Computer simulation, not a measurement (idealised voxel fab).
You're looking at the process module voxel gate over fins.
Each square cell in cross-section cut measures 5 nm, and the section as a whole is 165 nm wide.
Just so we're on the same page, the cross-sections are grids of square cells, and they're listed out in bands top to bottom, each band one or more rows deep.
Heads up on the band format: heights come first, top then bottom, in nm. After that it's the materials left to right, each with its width in nm. A single material flagged "all across" fills the whole band edge to edge, and "empty" means there's empty space there.
Height 0 is the level under which the wafer as received is all one material. The lowest band goes on downwards, as in "0..down".
You'd read "30 to 40" like this: the band's top row of cells is as wide as the first number, its bottom row is as wide as the second, and going down, every row changes width by the same amount as the row before did.
When a step is marked "no modification", none of the cells in the cross-section changed during that step.
You'll see "Closed empty spaces" listing empty spaces that have no way open to the top, as long as they're 8 cells or more; the notation is width x height at distance, where the distance is from the left edge, and all of it is in nm.
Whatever follows a step's settings on its line is a remark the simulator itself makes about that step.
overlay nm: mask offset rightward from planned place, masked step; negative means leftward offset.

# Planned process steps
step 1: op RECEIVE | material Si
step 2: op CONFORMAL_DEP | material SiN | thk nm 5
step 3: op MASKED_ETCH | tone cover | mask id FINS | width nm 15 | pitch nm 55 | etch materials SiN | depth nm 5 | overlay nm 0
step 4: op MASKED_ETCH | tone cover | mask id FINS | width nm 15 | pitch nm 55 | etch materials Si | depth nm 40 | overlay nm 0
step 5: op OXIDIZE | depth nm 5
step 6: op FILL_DEP | material SiO2 | thk nm 15
step 7: op CMP | height nm 5
step 8: op PATTERN | tone open | mask id RAIL | material resist | width nm 15 | thk nm 15 | overlay nm 0
step 9: op DIRECTIONAL_ETCH | etch materials SiO2 | depth nm 40
step 10: op STRIP | etch materials resist
step 11: op CONFORMAL_DEP | material TiN | thk nm 5
step 12: op FILL_DEP | material W | thk nm 5
step 13: op CMP | height nm 5
step 14: op SELECTIVE_ETCH | etch materials W Ru TiN | depth nm 25
step 15: op FILL_DEP | material SiO2 | thk nm 5
step 16: op CMP | height nm 5
step 17: op SELECTIVE_ETCH | etch materials SiO2 | depth nm 15
step 18: op STRIP | etch materials SiN
step 19: op CONFORMAL_DEP | material HfO2 | thk nm 5
step 20: op CONFORMAL_DEP | material TiN | thk nm 5
step 21: op CONFORMAL_DEP | material TiAl | thk nm 5
step 22: op CONFORMAL_DEP | material TiN | thk nm 5
step 23: op FILL_DEP | material W | thk nm 15
step 24: op CMP | height nm 30
step 25: op CONFORMAL_DEP | material SiN | thk nm 5

# Cross-section, incoming material, after step 1
0..down | Si all across
Closed empty spaces: none

# Looking at the first of two wafers in cross-section at end of module - ran to plan
35..30 | SiN all across
30..20 | W all across
20..15 | W=30, TiN=45, W=10, TiN=45, W=35
15..10 | W=30, TiN=5, TiAl=35, TiN=5, W=10, TiN=5, TiAl=35, TiN=5, W=35
10..5 | TiN=35, TiAl=5, TiN=25, TiAl=5, TiN=20, TiAl=5, TiN=25, TiAl=5, TiN=40
5..0 | TiAl=40, TiN=5, HfO2=15, TiN=5, TiAl=30, TiN=5, HfO2=15, TiN=5, TiAl=45
0..-5 | TiN=45, HfO2=5, Si=5, HfO2=5, TiN=40, HfO2=5, Si=5, HfO2=5, TiN=50
-5..-10 | HfO2=50, Si=5, HfO2=50, Si=5, HfO2=55
-10..-20 | SiO2=50, Si=5, SiO2=50, Si=5, SiO2=55
-20..-30 | SiO2=50, Si=5, SiO2=15, TiN=5, W=5, TiN=5, SiO2=20, Si=5, SiO2=55
-30..-35 | SiO2=50, Si=5, SiO2=15, TiN=15, SiO2=20, Si=5, SiO2=55
-35..-45 | SiO2=50, Si=5, SiO2=50, Si=5, SiO2=55
-45..down | Si all across
Closed empty spaces: none

# Here is the second of the two wafers cut open at the end of the module - same start, same plan as the first one, but we made one mistake running it
35..30 | SiN all across
30..20 | W all across
20..15 | W=30, TiN=45, W=10, TiN=45, W=35
15..10 | W=30, TiN=5, TiAl=35, TiN=5, W=10, TiN=5, TiAl=35, TiN=5, W=35
10..5 | W=30, TiN=5, TiAl=5, TiN=25, TiAl=5, TiN=5, W=10, TiN=5, TiAl=5, TiN=25, TiAl=5, TiN=5, W=35
5..0 | W=30, TiN=5, TiAl=5, TiN=5, HfO2=15, TiN=5, TiAl=5, TiN=5, W=10, TiN=5, TiAl=5, TiN=5, HfO2=15, TiN=5, TiAl=5, TiN=5, W=35
0..-5 | W=30, TiN=5, TiAl=5, TiN=5, HfO2=5, Si=5, HfO2=5, TiN=5, TiAl=5, TiN=20, TiAl=5, TiN=5, HfO2=5, Si=5, HfO2=5, TiN=5, TiAl=5, TiN=5, W=35
-5..-10 | TiN=35, TiAl=5, TiN=5, HfO2=5, Si=5, HfO2=5, TiN=5, TiAl=30, TiN=5, HfO2=5, Si=5, HfO2=5, TiN=5, TiAl=5, TiN=40
-10..-15 | TiAl=40, TiN=5, HfO2=5, Si=5, HfO2=5, TiN=40, HfO2=5, Si=5, HfO2=5, TiN=5, TiAl=45
-15..-20 | TiN=45, HfO2=5, Si=5, HfO2=5, TiN=5, HfO2=25, TiN=10, HfO2=5, Si=5, HfO2=5, TiN=50
-20..-25 | HfO2=50, Si=5, HfO2=15, TiN=5, W=5, TiN=5, HfO2=20, Si=5, HfO2=55
-25..-30 | SiO2=50, Si=5, SiO2=15, TiN=5, W=5, TiN=5, SiO2=20, Si=5, SiO2=55
-30..-35 | SiO2=50, Si=5, SiO2=15, TiN=15, SiO2=20, Si=5, SiO2=55
-35..-45 | SiO2=50, Si=5, SiO2=50, Si=5, SiO2=55
-45..down | Si all across
Closed empty spaces: none
Error vs. plan: plan step 17 was conducted twice
Counted in cells at the end, the second wafer holds more or fewer of these materials than the first: +14 HfO2, -90 SiO2, +10 TiAl, +23 TiN, +43 W
